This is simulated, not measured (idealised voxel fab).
process module | voxel self aligned vias
cross-section cut | 290 nm wide | cells 5 nm
The cross-sections in this document take the form of a grid made of square cells. They are written out as bands, in order from top to bottom. Each band consists of one or more rows of cells. Band: top and bottom heights (nm) first, top before bottom; then materials from left to right, widths in nm. "edge to edge" marks a sole material filling the band edge to edge. "blank" denotes empty space. Below 0: as-received wafer, all one material; heights counted from there. Lowest band: no bottom, goes on down, written "0..down". Top row gets the first number, bottom row gets the second, and each row in between changes by the same step: that is how a band width like "30..40" works. Take "nothing altered" at face value: in the step it is given for, the cross-section changed in none of its cells. The list in "Cavities, closed" covers empty spaces of 8 cells or more that cannot reach the top through any open way, and it gives each as width x height at distance; the distance is from the left edge, and width, height and distance are in nm. after a step's settings: what the simulator itself notes on the step. Steps that use a mask can have "overlay nm" on their line. It says how far the mask sat to the right of where it was meant to be. Negative means to the left.
List of planned process steps
1) op RECEIVE | material Si
2) op CONFORMAL_DEP | material SiO2 | thk nm 15
3) op CONFORMAL_DEP | material SiCN | thk nm 5
4) op DIRECTIONAL_DEP | material SiO2 | thk nm 30
5) op DIRECTIONAL_DEP | material aC | thk nm 15
6) op PATTERN | tone open | mask id LINES | material resist | width nm 30 | pitch nm 70 | thk nm 30 | overlay nm 0
7) op DIRECTIONAL_ETCH | etch materials aC | depth nm 15
8) op STRIP | etch materials resist
9) op DIRECTIONAL_ETCH | etch materials SiO2 | depth nm 30
10) op STRIP | etch materials aC
11) op CONFORMAL_DEP | material TiN | thk nm 5
12) op FILL_DEP | material W | thk nm 10
13) op CMP | height nm 50
14) op SELECTIVE_ETCH | etch materials W Ru TiN | depth nm 10
15) op FILL_DEP | material SiN | thk nm 5
16) op CMP | height nm 50
17) op DIRECTIONAL_DEP | material SiO2 | thk nm 15
18) op DIRECTIONAL_DEP | material aC | thk nm 15
19) op PATTERN | tone open | mask id VIAS | material resist | width nm 50 | pitch nm 70 | thk nm 30 | overlay nm -15
20) op DIRECTIONAL_ETCH | etch materials aC | depth nm 15
21) op STRIP | etch materials resist
22) op DIRECTIONAL_ETCH | etch materials SiO2 | depth nm 15
23) op DIRECTIONAL_ETCH | etch materials SiN | depth nm 10
24) op STRIP | etch materials aC
25) op CONFORMAL_DEP | material TiN | thk nm 5
26) op FILL_DEP | material W | thk nm 5
27) op CMP | height nm 65
28) op CONFORMAL_DEP | material SiCN | thk nm 5
Variable across wafers: step 19 overlay nm (plan value is that of the first wafer; starting state common to all).
The first of several wafers, as received after step 1, seen in section
> 0..down = Si edge to edge
> Cavities, closed: none
Cross-section, first of several wafers, end of module, after last step 28
> 70..65 = SiCN edge to edge
> 65..55 = SiO2=70, TiN=5, W=40, TiN=5, SiO2=20, TiN=5, W=40, TiN=5, SiO2=100
> 55..50 = SiO2=70, TiN=30, W=15, TiN=5, SiO2=20, TiN=30, W=15, TiN=5, SiO2=100
> 50..45 = SiO2=95, TiN=5, W=15, TiN=5, SiN=5, SiO2=40, TiN=5, W=15, TiN=5, SiN=5, SiO2=95
> 45..40 = SiO2=95, TiN=25, SiN=5, SiO2=40, TiN=25, SiN=5, SiO2=95
> 40..25 = SiO2=95, TiN=5, W=20, TiN=5, SiO2=40, TiN=5, W=20, TiN=5, SiO2=95
> 25..20 = SiO2=95, TiN=30, SiO2=40, TiN=30, SiO2=95
> 20..15 = SiCN edge to edge
> 15..0 = SiO2 edge to edge
> 0..down = Si edge to edge
> Cavities, closed: none
Sectional view of the last wafer upon completion of the module
> 70..65 = SiCN edge to edge
> 65..55 = SiO2=100, TiN=5, W=40, TiN=5, SiO2=20, TiN=5, W=40, TiN=5, SiO2=70
> 55..50 = SiO2=100, TiN=5, W=15, TiN=30, SiO2=20, TiN=5, W=15, TiN=30, SiO2=70
> 50..45 = SiO2=95, SiN=5, TiN=5, W=15, TiN=5, SiO2=40, SiN=5, TiN=5, W=15, TiN=5, SiO2=95
> 45..40 = SiO2=95, SiN=5, TiN=25, SiO2=40, SiN=5, TiN=25, SiO2=95
> 40..25 = SiO2=95, TiN=5, W=20, TiN=5, SiO2=40, TiN=5, W=20, TiN=5, SiO2=95
> 25..20 = SiO2=95, TiN=30, SiO2=40, TiN=30, SiO2=95
> 20..15 = SiCN edge to edge
> 15..0 = SiO2 edge to edge
> 0..down = Si edge to edge
> Cavities, closed: none
For your reference, the table is organized with a row per wafer; each row reflects the wafer at the end of the module, indicating for each material the cells gained (+) or lost (-) since receipt, and thereafter its closed voids
overlay nm -15 | +116 SiCN | +4 SiN | +564 SiO2 | +60 TiN | +68 W | Cavities, closed: none
overlay nm -10 | +116 SiCN | +564 SiO2 | +60 TiN | +72 W | Cavities, closed: none
overlay nm -5 | +116 SiCN | +564 SiO2 | +60 TiN | +72 W | Cavities, closed: none
overlay nm 0 | +116 SiCN | +564 SiO2 | +60 TiN | +72 W | Cavities, closed: none
overlay nm 5 | +116 SiCN | +564 SiO2 | +60 TiN | +72 W | Cavities, closed: none
overlay nm 10 | +116 SiCN | +564 SiO2 | +60 TiN | +72 W | Cavities, closed: none
overlay nm 15 | +116 SiCN | +4 SiN | +564 SiO2 | +60 TiN | +68 W | Cavities, closed: none
